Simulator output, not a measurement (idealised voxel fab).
This section sets out a process module, namely voxel tone inversion.
Cross-sectional view cut (width: 225 nm; square cell size: 5 nm).
In what follows, cross-sections appear as grids of square cells, described through bands that run from the top down, where every band is one or more rows of cells.
Basically the band line says how high the top is and how high the bottom is, in nm, and then what's in it from left to right, every material with its width in nm. Empty space shows up as "empty", and if a single material carries "all across" it runs the full band edge to edge.
The level at which height equals 0 is the one under which the wafer, as it arrives, is entirely one material. No lower edge exists for the bottom band, which continues downward and is notated as in "z 0 and below".
When a width is written as two numbers, as in "30 to 40", the first number is the width in the top row of cells of the band and the second is the width in its bottom row, and the width changes by the same amount from each row to the next.
"remained the same" for a step: no cell of the cross-section changed in that step.
Each empty space that has no open way to the top and spans at least 8 cells appears under "Closed cavity list" as width x height at distance, the distance counted from the left edge, all in nm.
On a step's line, text after the settings is the simulator commenting on that step.
"overlay nm" denotes, for a step that has a mask, the displacement of the mask to the right of its planned place, with negative values corresponding to the left.

List of planned process steps:
1) RECEIVE, material Si
2) CONFORMAL_DEP, material SiCN, thk nm 5
3) DIRECTIONAL_DEP, material polySi, thk nm 25
4) PATTERN, tone cover, mask id POSTS, material resist, width nm 25, pitch nm 50, thk nm 35, overlay nm 0
5) DIRECTIONAL_ETCH, etch materials polySi, depth nm 25
6) STRIP, etch materials resist
7) FILL_DEP, material lowk, thk nm 5
8) CMP, height nm 30
9) STRIP, etch materials polySi

As received (post step 1): cross-section:
  z 0 and below = Si all across
  Closed cavity list: none

The following cross-section depicts the wafer upon conclusion of the module. Processing commenced from the starting condition illustrated above and adhered to the plan illustrated above, save for one mistake in execution:
  z 30 to 5 = lowk 80 nm  empty 15 nm  lowk 35 nm  empty 15 nm  lowk 80 nm
  z 5 to 0 = SiCN all across
  z 0 and below = Si all across
  Closed cavity list: none
what went wrong: not per plan at step 4, really ran PATTERN, tone cover, mask id POSTS, material resist, width nm 15, pitch nm 50, thk nm 35, overlay nm 0
